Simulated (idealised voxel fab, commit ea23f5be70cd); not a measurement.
Proc. module: voxel tone inversion
The cross-section shown here is cut; it is 170 nm wide and divided into square cells measuring 5 nm on a side.
Cross-section, as written here: a square-cell grid given band by band from the top down, where a band holds one or more rows of cells. Each band's line starts with the height of the band's top and of its bottom, in nm. Then come its materials from left to right, each with its width in nm. One material with "full width" fills the band from edge to edge. "air" is empty space. Below 0: as-received wafer, all one material; heights counted from there. Lowest band: no bottom, goes on down, written "top 0, no bottom". The expression "30..40" gives the width at the extremes of the band, the first number at its top row of cells and the second at its bottom row, with the width changing by equal amounts from each row to the next in between. "nothing changed" -> step changed no cross-section cell. Any empty space of 8 cells or more lacking an open way to the top shows up in "Sealed cavities" as width x height at distance, distance from the left edge, in nm. Formally, on a step line, whatever follows the settings is a remark that the simulator itself makes on the step. The setting "overlay nm" may be written on the line of a step. When the step uses a mask, the value reports how far to the right of the planned place the mask lay, and a negative value reports that it lay to the left.

[The process steps that were planned are listed below]
1 op RECEIVE | material Si
2 op CONFORMAL_DEP | material SiN | thk nm 10
3 op DIRECTIONAL_DEP | material polySi | thk nm 20
4 op PATTERN | tone cover | mask id POSTS | material resist | width nm 15 | pitch nm 45 | thk nm 25 | overlay nm 0
5 op DIRECTIONAL_ETCH | etch materials polySi | depth nm 20
6 op STRIP | etch materials resist
7 op FILL_DEP | material lowk | thk nm 10
8 op CMP | height nm 30
9 op STRIP | etch materials polySi
10 op CONFORMAL_DEP | material TiN | thk nm 5
11 op FILL_DEP | material Cu | thk nm 10
12 op CMP | height nm 30
13 op CONFORMAL_DEP | material SiCN | thk nm 5

[The first of a set of two wafers, run to plan]

[As-received state of the wafer in cross-section, equivalent to post-step 1]
- top 0, no bottom = Si full width
- Sealed cavities: none

[The wafer in cross-section once step 2 is complete]
- top 10, bottom 0 = SiN full width
- Anything lower than 0 is untouched.

[The wafer in cross-section once step 3 is complete]
- top 30, bottom 10 = polySi full width
- Anything lower than 10 is untouched.

[The wafer in cross-section once step 4 is complete]
- top 55, bottom 30 = air 30  resist 15  air 30  resist 15  air 30  resist 15  air 35
- Anything lower than 30 is untouched.

[The wafer in cross-section once step 5 is complete]
- top 55, bottom 30 = air 30  resist 15  air 30  resist 15  air 30  resist 15  air 35
- top 30, bottom 10 = air 30  polySi 15  air 30  polySi 15  air 30  polySi 15  air 35
- Anything lower than 10 is untouched.

[The wafer in cross-section once step 6 is complete]
- top 30, bottom 10 = air 30  polySi 15  air 30  polySi 15  air 30  polySi 15  air 35
- Anything lower than 10 is untouched.

[The wafer in cross-section once step 7 is complete]
- top 40, bottom 30 = lowk full width
- top 30, bottom 10 = lowk 30  polySi 15  lowk 30  polySi 15  lowk 30  polySi 15  lowk 35
- Anything lower than 10 is untouched.

[The wafer in cross-section once step 8 is complete]
- top 30, bottom 10 = lowk 30  polySi 15  lowk 30  polySi 15  lowk 30  polySi 15  lowk 35
- Anything lower than 10 is untouched.

[The wafer in cross-section once step 9 is complete]
- top 30, bottom 10 = lowk 30  air 15  lowk 30  air 15  lowk 30  air 15  lowk 35
- Anything lower than 10 is untouched.

[The wafer in cross-section once step 10 is complete]
- top 35, bottom 30 = TiN 35  air 5  TiN 40  air 5  TiN 40  air 5  TiN 40
- top 30, bottom 15 = lowk 30  TiN 5  air 5  TiN 5  lowk 30  TiN 5  air 5  TiN 5  lowk 30  TiN 5  air 5  TiN 5  lowk 35
- top 15, bottom 10 = lowk 30  TiN 15  lowk 30  TiN 15  lowk 30  TiN 15  lowk 35
- Anything lower than 10 is untouched.

[The wafer in cross-section once step 11 is complete]
- top 45, bottom 35 = Cu full width
- top 35, bottom 30 = TiN 35  Cu 5  TiN 40  Cu 5  TiN 40  Cu 5  TiN 40
- top 30, bottom 15 = lowk 30  TiN 5  Cu 5  TiN 5  lowk 30  TiN 5  Cu 5  TiN 5  lowk 30  TiN 5  Cu 5  TiN 5  lowk 35
- Anything lower than 15 is untouched.

[The wafer in cross-section once step 12 is complete]
- top 30, bottom 15 = lowk 30  TiN 5  Cu 5  TiN 5  lowk 30  TiN 5  Cu 5  TiN 5  lowk 30  TiN 5  Cu 5  TiN 5  lowk 35
- Anything lower than 15 is untouched.

[The wafer in cross-section once step 13 is complete]
- top 35, bottom 30 = SiCN full width
- Anything lower than 30 is untouched.

[second wafer: like start, like plan, one mistake. Through step 3 it matches the first wafer]

[Cross-sectional view of the second wafer at the intended end time of process step 4]
- top 55, bottom 30 = air 20  resist 15  air 30  resist 15  air 30  resist 15  air 45
- Anything lower than 30 is untouched.

[Cross-sectional view of the second wafer at the intended end time of process step 5]
- top 55, bottom 30 = air 20  resist 15  air 30  resist 15  air 30  resist 15  air 45
- top 30, bottom 10 = air 20  polySi 15  air 30  polySi 15  air 30  polySi 15  air 45
- Anything lower than 10 is untouched.

[Cross-sectional view of the second wafer at the intended end time of process step 6]
- top 30, bottom 10 = air 20  polySi 15  air 30  polySi 15  air 30  polySi 15  air 45
- Anything lower than 10 is untouched.

[Cross-sectional view of the second wafer at the intended end time of process step 7]
- top 40, bottom 30 = lowk full width
- top 30, bottom 10 = lowk 20  polySi 15  lowk 30  polySi 15  lowk 30  polySi 15  lowk 45
- Anything lower than 10 is untouched.

[Cross-sectional view of the second wafer at the intended end time of process step 8]
- top 30, bottom 10 = lowk 20  polySi 15  lowk 30  polySi 15  lowk 30  polySi 15  lowk 45
- Anything lower than 10 is untouched.

[Cross-sectional view of the second wafer at the intended end time of process step 9]
- top 30, bottom 10 = lowk 20  air 15  lowk 30  air 15  lowk 30  air 15  lowk 45
- Anything lower than 10 is untouched.

[Cross-sectional view of the second wafer at the intended end time of process step 10]
- top 35, bottom 30 = TiN 25  air 5  TiN 40  air 5  TiN 40  air 5  TiN 50
- top 30, bottom 15 = lowk 20  TiN 5  air 5  TiN 5  lowk 30  TiN 5  air 5  TiN 5  lowk 30  TiN 5  air 5  TiN 5  lowk 45
- top 15, bottom 10 = lowk 20  TiN 15  lowk 30  TiN 15  lowk 30  TiN 15  lowk 45
- Anything lower than 10 is untouched.

[Cross-sectional view of the second wafer at the intended end time of process step 11]
- top 45, bottom 35 = Cu full width
- top 35, bottom 30 = TiN 25  Cu 5  TiN 40  Cu 5  TiN 40  Cu 5  TiN 50
- top 30, bottom 15 = lowk 20  TiN 5  Cu 5  TiN 5  lowk 30  TiN 5  Cu 5  TiN 5  lowk 30  TiN 5  Cu 5  TiN 5  lowk 45
- Anything lower than 15 is untouched.

[Cross-sectional view of the second wafer at the intended end time of process step 12]
- top 30, bottom 15 = lowk 20  TiN 5  Cu 5  TiN 5  lowk 30  TiN 5  Cu 5  TiN 5  lowk 30  TiN 5  Cu 5  TiN 5  lowk 45
- Anything lower than 15 is untouched.

[Cross-sectional view of the second wafer at the intended end time of process step 13]
- top 35, bottom 30 = SiCN full width
- Anything lower than 30 is untouched.
So what did we get wrong on this run? step 4: run off-plan, actual operation and settings op PATTERN | tone cover | mask id POSTS | material resist | width nm 15 | pitch nm 45 | thk nm 25 | overlay nm -10
Upon completion, the cell count for each material on the second wafer equals that on the first, whereas the spatial distribution of those cells differs.
